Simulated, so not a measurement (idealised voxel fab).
The following is a process module called voxel self aligned contacts.
Each square cell in cross-section cut measures 5 nm, and the section as a whole is 195 nm wide.
We lay out every cross-section as a grid of square cells and spell it out in bands from the top down, where one band means one or more rows of cells.
Read a band's entry like this: the first values are the height of its top and the height of its bottom in nm, and what follows is the sequence of materials from left to right, each with its width in nm. Note that "blank" is empty space, and that a single material marked "all across" reaches across the band from edge to edge.
Heights are reckoned from 0. Under this level, the received wafer is all of one material. The bottommost band is open-ended downward, for example "0..down".
So if you see something like "30..40" for the width, read it as the top row of the band sitting at the first number and the bottom row at the second, with every row in between moving by the same amount as the last.
Step note "nothing was modified" = no cross-section cell changed.
In "Entrapped voids" the enclosed voids are listed, meaning empty spaces of 8 cells or larger without any opening to the top. The form is width x height at distance, distance from the left edge, units nm.
That trailing text on a step's line, after the settings, is the simulator's own remark on the step.
A step line may carry the setting "overlay nm", which, for steps involving a mask, states the distance by which the mask lay to the right of its intended position; negative values denote displacement to the left.
[Set out below are the planned steps of the process]
| 1 | RECEIVE,material Si |
| 2 | OXIDIZE,depth nm 5 |
| 3 | DIRECTIONAL_DEP,material polySi,thk nm 20 |
| 4 | DIRECTIONAL_DEP,material SiN,thk nm 25 |
| 5 | MASKED_ETCH,tone cover,mask id GATE,width nm 30,pitch nm 70,etch materials SiN,depth nm 25,overlay nm 0 |
| 6 | MASKED_ETCH,tone cover,mask id GATE,width nm 30,pitch nm 70,etch materials polySi,depth nm 20,overlay nm 0 |
| 7 | CONFORMAL_DEP,material SiN,thk nm 10 |
| 8 | DIRECTIONAL_ETCH,etch materials SiN,depth nm 10 |
| 9 | FILL_DEP,material SiO2,thk nm 15 |
| 10 | CMP,height nm 50 |
| 11 | DIRECTIONAL_DEP,material aC,thk nm 15 |
| 12 | PATTERN,tone open,mask id CONTACT,material resist,width nm 50,thk nm 35,overlay nm 0 |
| 13 | DIRECTIONAL_ETCH,etch materials aC,depth nm 15 |
| 14 | STRIP,etch materials resist |
| 15 | DIRECTIONAL_ETCH,etch materials SiO2,depth nm 55 |
| 16 | STRIP,etch materials aC |
| 17 | CONFORMAL_DEP,material TiN,thk nm 5 |
| 18 | FILL_DEP,material Ru,thk nm 10 |
| 19 | CMP,height nm 50 |
| 20 | CONFORMAL_DEP,material SiCN,thk nm 5 |
[Below: the first of two wafers, run as planned]
[Wafer cross-section on receipt, i.e. after step 1]
  0..down = Si all across
  Entrapped voids: none
[Once step 2 is through, the wafer looks like this in cross-section]
  0..-5 = SiO2 all across
  All layers under -5 are left as they were.
[Once step 3 is through, the wafer looks like this in cross-section]
  20..0 = polySi all across
  All layers under 0 are left as they were.
[Once step 4 is through, the wafer looks like this in cross-section]
  45..20 = SiN all across
  All layers under 20 are left as they were.
[Once step 5 is through, the wafer looks like this in cross-section]
  45..20 = blank (45)  SiN (30)  blank (40)  SiN (30)  blank (50)
  All layers under 20 are left as they were.
[Once step 6 is through, the wafer looks like this in cross-section]
  45..20 = blank (45)  SiN (30)  blank (40)  SiN (30)  blank (50)
  20..0 = blank (45)  polySi (30)  blank (40)  polySi (30)  blank (50)
  All layers under 0 are left as they were.
[Once step 7 is through, the wafer looks like this in cross-section]
  55..20 = blank (35)  SiN (50)  blank (20)  SiN (50)  blank (40)
  20..10 = blank (35)  SiN (10)  polySi (30)  SiN (10)  blank (20)  SiN (10)  polySi (30)  SiN (10)  blank (40)
  10..0 = SiN (45)  polySi (30)  SiN (40)  polySi (30)  SiN (50)
  All layers under 0 are left as they were.
[Once step 8 is through, the wafer looks like this in cross-section]
  45..20 = blank (35)  SiN (50)  blank (20)  SiN (50)  blank (40)
  20..0 = blank (35)  SiN (10)  polySi (30)  SiN (10)  blank (20)  SiN (10)  polySi (30)  SiN (10)  blank (40)
  All layers under 0 are left as they were.
[Once step 9 is through, the wafer looks like this in cross-section]
  60..45 = SiO2 all across
  45..20 = SiO2 (35)  SiN (50)  SiO2 (20)  SiN (50)  SiO2 (40)
  20..0 = SiO2 (35)  SiN (10)  polySi (30)  SiN (10)  SiO2 (20)  SiN (10)  polySi (30)  SiN (10)  SiO2 (40)
  All layers under 0 are left as they were.
[Once step 10 is through, the wafer looks like this in cross-section]
  50..45 = SiO2 all across
  All layers under 45 are left as they were.
[Once step 11 is through, the wafer looks like this in cross-section]
  65..50 = aC all across
  All layers under 50 are left as they were.
[Once step 12 is through, the wafer looks like this in cross-section]
  100..65 = resist (70)  blank (50)  resist (75)
  All layers under 65 are left as they were.
[Once step 13 is through, the wafer looks like this in cross-section]
  85..65 = resist (70)  blank (50)  resist (75)
  65..50 = aC (70)  blank (50)  aC (75)
  All layers under 50 are left as they were.
[Once step 14 is through, the wafer looks like this in cross-section]
  65..50 = aC (70)  blank (50)  aC (75)
  All layers under 50 are left as they were.
[Once step 15 is through, the wafer looks like this in cross-section]
  65..50 = aC (70)  blank (50)  aC (75)
  50..45 = SiO2 (70)  blank (50)  SiO2 (75)
  45..20 = SiO2 (35)  SiN (50)  blank (20)  SiN (50)  SiO2 (40)
  20..0 = SiO2 (35)  SiN (10)  polySi (30)  SiN (10)  blank (20)  SiN (10)  polySi (30)  SiN (10)  SiO2 (40)
  0..-5 = SiO2 (85)  blank (20)  SiO2 (90)
  All layers under -5 are left as they were.
[Once step 16 is through, the wafer looks like this in cross-section]
  50..45 = SiO2 (70)  blank (50)  SiO2 (75)
  All layers under 45 are left as they were.
[Once step 17 is through, the wafer looks like this in cross-section]
  55..50 = TiN (75)  blank (40)  TiN (80)
  50..45 = SiO2 (70)  TiN (20)  blank (10)  TiN (20)  SiO2 (75)
  45..20 = SiO2 (35)  SiN (50)  TiN (5)  blank (10)  TiN (5)  SiN (50)  SiO2 (40)
  20..0 = SiO2 (35)  SiN (10)  polySi (30)  SiN (10)  TiN (5)  blank (10)  TiN (5)  SiN (10)  polySi (30)  SiN (10)  SiO2 (40)
  0..-5 = SiO2 (85)  TiN (20)  SiO2 (90)
  All layers under -5 are left as they were.
[Once step 18 is through, the wafer looks like this in cross-section]
  65..55 = Ru all across
  55..50 = TiN (75)  Ru (40)  TiN (80)
  50..45 = SiO2 (70)  TiN (20)  Ru (10)  TiN (20)  SiO2 (75)
  45..20 = SiO2 (35)  SiN (50)  TiN (5)  Ru (10)  TiN (5)  SiN (50)  SiO2 (40)
  20..0 = SiO2 (35)  SiN (10)  polySi (30)  SiN (10)  TiN (5)  Ru (10)  TiN (5)  SiN (10)  polySi (30)  SiN (10)  SiO2 (40)
  All layers under 0 are left as they were.
[Once step 19 is through, the wafer looks like this in cross-section]
  50..45 = SiO2 (70)  TiN (20)  Ru (10)  TiN (20)  SiO2 (75)
  All layers under 45 are left as they were.
[Once step 20 is through, the wafer looks like this in cross-section]
  55..50 = SiCN all across
  All layers under 50 are left as they were.
[Second of two: same start, same plan, one run error; steps up to and including 6 match the first]
[Second wafer: cross-section at the scheduled end of step 7]
  60..20 = blank (30)  SiN (60)  blank (10)  SiN (60)  blank (35)
  20..15 = blank (30)  SiN (15)  polySi (30)  SiN (15)  blank (10)  SiN (15)  polySi (30)  SiN (15)  blank (35)
  15..0 = SiN (45)  polySi (30)  SiN (40)  polySi (30)  SiN (50)
  All layers under 0 are left as they were.
[Second wafer: cross-section at the scheduled end of step 8]
  50..20 = blank (30)  SiN (60)  blank (10)  SiN (60)  blank (35)
  20..5 = blank (30)  SiN (15)  polySi (30)  SiN (15)  blank (10)  SiN (15)  polySi (30)  SiN (15)  blank (35)
  All layers under 5 are left as they were.
[Second wafer: cross-section at the scheduled end of step 9]
  65..50 = SiO2 all across
  50..20 = SiO2 (30)  SiN (60)  SiO2 (10)  SiN (60)  SiO2 (35)
  20..5 = SiO2 (30)  SiN (15)  polySi (30)  SiN (15)  SiO2 (10)  SiN (15)  polySi (30)  SiN (15)  SiO2 (35)
  All layers under 5 are left as they were.
[Second wafer: cross-section at the scheduled end of step 10]
  50..20 = SiO2 (30)  SiN (60)  SiO2 (10)  SiN (60)  SiO2 (35)
  All layers under 20 are left as they were.
[Second wafer: cross-section at the scheduled end of step 11]
  65..50 = aC all across
  All layers under 50 are left as they were.
[Second wafer: cross-section at the scheduled end of step 12]
  100..65 = resist (70)  blank (50)  resist (75)
  All layers under 65 are left as they were.
[Second wafer: cross-section at the scheduled end of step 13]
  85..65 = resist (70)  blank (50)  resist (75)
  65..50 = aC (70)  blank (50)  aC (75)
  All layers under 50 are left as they were.
[Second wafer: cross-section at the scheduled end of step 14]
  65..50 = aC (70)  blank (50)  aC (75)
  All layers under 50 are left as they were.
[Second wafer: cross-section at the scheduled end of step 15]
  65..50 = aC (70)  blank (50)  aC (75)
  50..20 = SiO2 (30)  SiN (60)  blank (10)  SiN (60)  SiO2 (35)
  20..5 = SiO2 (30)  SiN (15)  polySi (30)  SiN (15)  blank (10)  SiN (15)  polySi (30)  SiN (15)  SiO2 (35)
  All layers under 5 are left as they were.
[Second wafer: cross-section at the scheduled end of step 16]
  50..20 = SiO2 (30)  SiN (60)  blank (10)  SiN (60)  SiO2 (35)
  All layers under 20 are left as they were.
[Second wafer: cross-section at the scheduled end of step 17]
  55..50 = TiN all across
  50..20 = SiO2 (30)  SiN (60)  TiN (10)  SiN (60)  SiO2 (35)
  20..5 = SiO2 (30)  SiN (15)  polySi (30)  SiN (15)  TiN (10)  SiN (15)  polySi (30)  SiN (15)  SiO2 (35)
  All layers under 5 are left as they were.
[Second wafer: cross-section at the scheduled end of step 18]
  65..55 = Ru all across
  All layers under 55 are left as they were.
[Second wafer: cross-section at the scheduled end of step 19]
  50..20 = SiO2 (30)  SiN (60)  TiN (10)  SiN (60)  SiO2 (35)
  All layers under 20 are left as they were.
[Second wafer: cross-section at the scheduled end of step 20]
  55..50 = SiCN all across
  All layers under 50 are left as they were.
Want to know what went wrong? step 7 did not use the planned setting and instead ran as CONFORMAL_DEP,material SiN,thk nm 15
End check, counted in cells, second wafer has more or fewer of these materials than the first: Ru: 20 fewer; SiN: 75 more; SiO2: 43 fewer; TiN: 12 fewer
